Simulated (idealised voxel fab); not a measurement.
process module | voxel wiring stack
cross-section cut | 195 nm wide | cells 5 nm
A cross-section is a grid of square cells, given in bands from the top down. A band is one or more rows of cells.
Each band's line starts with the height of the band's top and of its bottom, in nm. Then come its materials from left to right, each with its width in nm. One material with "throughout" fills the band from edge to edge. "air" is empty space.
Height 0 is the level under which the wafer as received is all one material. The lowest band goes on downwards, as in "0 down".
A width such as "30 to 40" changes by the same amount from each row of cells to the next, from the band's top row to its bottom row.
"no change" after a step means that no cell of the cross-section changed.
closed voids: empty space of 8 cells or more with no open way to the top, each as width x height at its distance from the left edge, in nm
after a step's settings: what the simulator itself notes on the step
overlay nm, on a step with a mask: how far to the right of its planned place the mask lay; to the left if negative
plan
1 op RECEIVE | material Si
2 op CONFORMAL_DEP | material SiO2 | thk nm 10
3 op CONFORMAL_DEP | material SiN | thk nm 5
4 op DIRECTIONAL_DEP | material SiO2 | thk nm 15
5 op DIRECTIONAL_DEP | material aC | thk nm 15
6 op PATTERN | tone open | mask id METAL_1 | material resist | width nm 25 | pitch nm 40 | thk nm 35 | overlay nm 0
7 op DIRECTIONAL_ETCH | etch materials aC | depth nm 15
8 op STRIP | etch materials resist
9 op DIRECTIONAL_ETCH | etch materials SiO2 | depth nm 15
10 op DIRECTIONAL_ETCH | etch materials SiN | depth nm 5
11 op STRIP | etch materials aC
12 op CONFORMAL_DEP | material TiN | thk nm 5
13 op FILL_DEP | material W | thk nm 10
14 op CMP | height nm 30
15 op EPI | material Ru | thk nm 5
16 op FILL_DEP | material SiCN | thk nm 5
17 op DIRECTIONAL_DEP | material lowk | thk nm 15
18 op DIRECTIONAL_DEP | material aC | thk nm 10
19 op PATTERN | tone open | mask id PLUG_1 | material resist | width nm 15 | pitch nm 40 | thk nm 30 | overlay nm 0
20 op DIRECTIONAL_ETCH | etch materials aC | depth nm 10
21 op STRIP | etch materials resist
22 op DIRECTIONAL_ETCH | etch materials lowk | depth nm 15
23 op DIRECTIONAL_ETCH | etch materials SiCN | depth nm 5
24 op STRIP | etch materials aC
25 op CONFORMAL_DEP | material TiN | thk nm 5
26 op FILL_DEP | material W | thk nm 10
27 op CMP | height nm 55
28 op CONFORMAL_DEP | material SiN | thk nm 5
29 op DIRECTIONAL_DEP | material SiO2 | thk nm 20
30 op MASKED_ETCH | tone open | mask id METAL_2 | width nm 25 | pitch nm 40 | etch materials SiO2 | depth nm 20 | overlay nm 0
31 op MASKED_ETCH | tone open | mask id METAL_2 | width nm 25 | pitch nm 40 | etch materials SiN | depth nm 5 | overlay nm 0
32 op CONFORMAL_DEP | material TiN | thk nm 5
33 op FILL_DEP | material Cu | thk nm 5
34 op CMP | height nm 80
35 op CONFORMAL_DEP | material SiCN | thk nm 5
36 op DIRECTIONAL_DEP | material SiO2 | thk nm 20
37 op DIRECTIONAL_DEP | material aC | thk nm 15
38 op PATTERN | tone open | mask id PLUG_2 | material resist | width nm 15 | pitch nm 40 | thk nm 30 | overlay nm 0
39 op DIRECTIONAL_ETCH | etch materials aC | depth nm 15
40 op STRIP | etch materials resist
41 op DIRECTIONAL_ETCH | etch materials SiO2 | depth nm 20
42 op DIRECTIONAL_ETCH | etch materials SiCN | depth nm 5
43 op STRIP | etch materials aC
44 op CONFORMAL_DEP | material TiN | thk nm 5
45 op FILL_DEP | material W | thk nm 10
46 op CMP | height nm 105
47 op DIRECTIONAL_DEP | material TiN | thk nm 5
48 op DIRECTIONAL_DEP | material W | thk nm 25
49 op PATTERN | tone cover | mask id METAL_3 | material resist | width nm 25 | pitch nm 40 | thk nm 20 | overlay nm -15
50 op DIRECTIONAL_ETCH | etch materials W | depth nm 25
51 op DIRECTIONAL_ETCH | etch materials TiN | depth nm 5
52 op STRIP | etch materials resist
53 op FILL_DEP | material lowk | thk nm 5
54 op CMP | height nm 135
55 op CONFORMAL_DEP | material SiN | thk nm 5
varied across the wafers: overlay nm of step 49. The plan shows the first wafer's value. All wafers start alike
first wafer as received, after step 1
  0 down: Si throughout
  closed voids: none
first wafer at the end, after step 55
  140 to 135: SiN throughout
  135 to 110: lowk 30 | W 25 | lowk 15 | W 25 | lowk 15 | W 25 | lowk 60
  110 to 105: lowk 30 | TiN 25 | lowk 15 | TiN 25 | lowk 15 | TiN 25 | lowk 60
  105 to 85: SiO2 45 | TiN 5 | W 5 | TiN 5 | SiO2 25 | TiN 5 | W 5 | TiN 5 | SiO2 25 | TiN 5 | W 5 | TiN 5 | SiO2 55
  85 to 80: SiCN 45 | TiN 15 | SiCN 25 | TiN 15 | SiCN 25 | TiN 15 | SiCN 55
  80 to 60: SiO2 45 | TiN 5 | Cu 15 | TiN 5 | SiO2 15 | TiN 5 | Cu 15 | TiN 5 | SiO2 15 | TiN 5 | Cu 15 | TiN 5 | SiO2 45
  60 to 55: SiN 45 | TiN 25 | SiN 15 | TiN 25 | SiN 15 | TiN 25 | SiN 45
  55 to 40: lowk 45 | TiN 5 | W 5 | TiN 5 | lowk 25 | TiN 5 | W 5 | TiN 5 | lowk 25 | TiN 5 | W 5 | TiN 5 | lowk 55
  40 to 35: SiCN 45 | TiN 15 | SiCN 25 | TiN 15 | SiCN 25 | TiN 15 | SiCN 55
  35 to 30: SiCN 40 | Ru 35 | SiCN 5 | Ru 35 | SiCN 5 | Ru 35 | SiCN 40
  30 to 15: SiO2 45 | TiN 5 | W 15 | TiN 5 | SiO2 15 | TiN 5 | W 15 | TiN 5 | SiO2 15 | TiN 5 | W 15 | TiN 5 | SiO2 45
  15 to 10: SiN 45 | TiN 25 | SiN 15 | TiN 25 | SiN 15 | TiN 25 | SiN 45
  10 to 0: SiO2 throughout
  0 down: Si throughout
  closed voids: none
last wafer at the end
  140 to 135: SiN throughout
  135 to 110: lowk 60 | W 25 | lowk 15 | W 25 | lowk 15 | W 25 | lowk 30
  110 to 105: lowk 60 | TiN 25 | lowk 15 | TiN 25 | lowk 15 | TiN 25 | lowk 30
  105 to 85: SiO2 45 | TiN 5 | W 5 | TiN 5 | SiO2 25 | TiN 5 | W 5 | TiN 5 | SiO2 25 | TiN 5 | W 5 | TiN 5 | SiO2 55
  85 to 80: SiCN 45 | TiN 15 | SiCN 25 | TiN 15 | SiCN 25 | TiN 15 | SiCN 55
  80 to 60: SiO2 45 | TiN 5 | Cu 15 | TiN 5 | SiO2 15 | TiN 5 | Cu 15 | TiN 5 | SiO2 15 | TiN 5 | Cu 15 | TiN 5 | SiO2 45
  60 to 55: SiN 45 | TiN 25 | SiN 15 | TiN 25 | SiN 15 | TiN 25 | SiN 45
  55 to 40: lowk 45 | TiN 5 | W 5 | TiN 5 | lowk 25 | TiN 5 | W 5 | TiN 5 | lowk 25 | TiN 5 | W 5 | TiN 5 | lowk 55
  40 to 35: SiCN 45 | TiN 15 | SiCN 25 | TiN 15 | SiCN 25 | TiN 15 | SiCN 55
  35 to 30: SiCN 40 | Ru 35 | SiCN 5 | Ru 35 | SiCN 5 | Ru 35 | SiCN 40
  30 to 15: SiO2 45 | TiN 5 | W 15 | TiN 5 | SiO2 15 | TiN 5 | W 15 | TiN 5 | SiO2 15 | TiN 5 | W 15 | TiN 5 | SiO2 45
  15 to 10: SiN 45 | TiN 25 | SiN 15 | TiN 25 | SiN 15 | TiN 25 | SiN 45
  10 to 0: SiO2 throughout
  0 down: Si throughout
  closed voids: none
each wafer at the end: cells of each material gained (+) or lost (-) since it was received, then its closed voids
overlay nm -15 | +36 Cu | +21 Ru | +78 SiCN | +87 SiN | +366 SiO2 | +147 TiN | +123 W | +234 lowk | closed voids: none
overlay nm -10 | +36 Cu | +21 Ru | +78 SiCN | +87 SiN | +366 SiO2 | +147 TiN | +123 W | +234 lowk | closed voids: none
overlay nm -5 | +36 Cu | +21 Ru | +78 SiCN | +87 SiN | +366 SiO2 | +147 TiN | +123 W | +234 lowk | closed voids: none
overlay nm 0 | +36 Cu | +21 Ru | +78 SiCN | +87 SiN | +366 SiO2 | +147 TiN | +123 W | +234 lowk | closed voids: none
overlay nm 5 | +36 Cu | +21 Ru | +78 SiCN | +87 SiN | +366 SiO2 | +147 TiN | +123 W | +234 lowk | closed voids: none
overlay nm 10 | +36 Cu | +21 Ru | +78 SiCN | +87 SiN | +366 SiO2 | +147 TiN | +123 W | +234 lowk | closed voids: none
overlay nm 15 | +36 Cu | +21 Ru | +78 SiCN | +87 SiN | +366 SiO2 | +147 TiN | +123 W | +234 lowk | closed voids: none
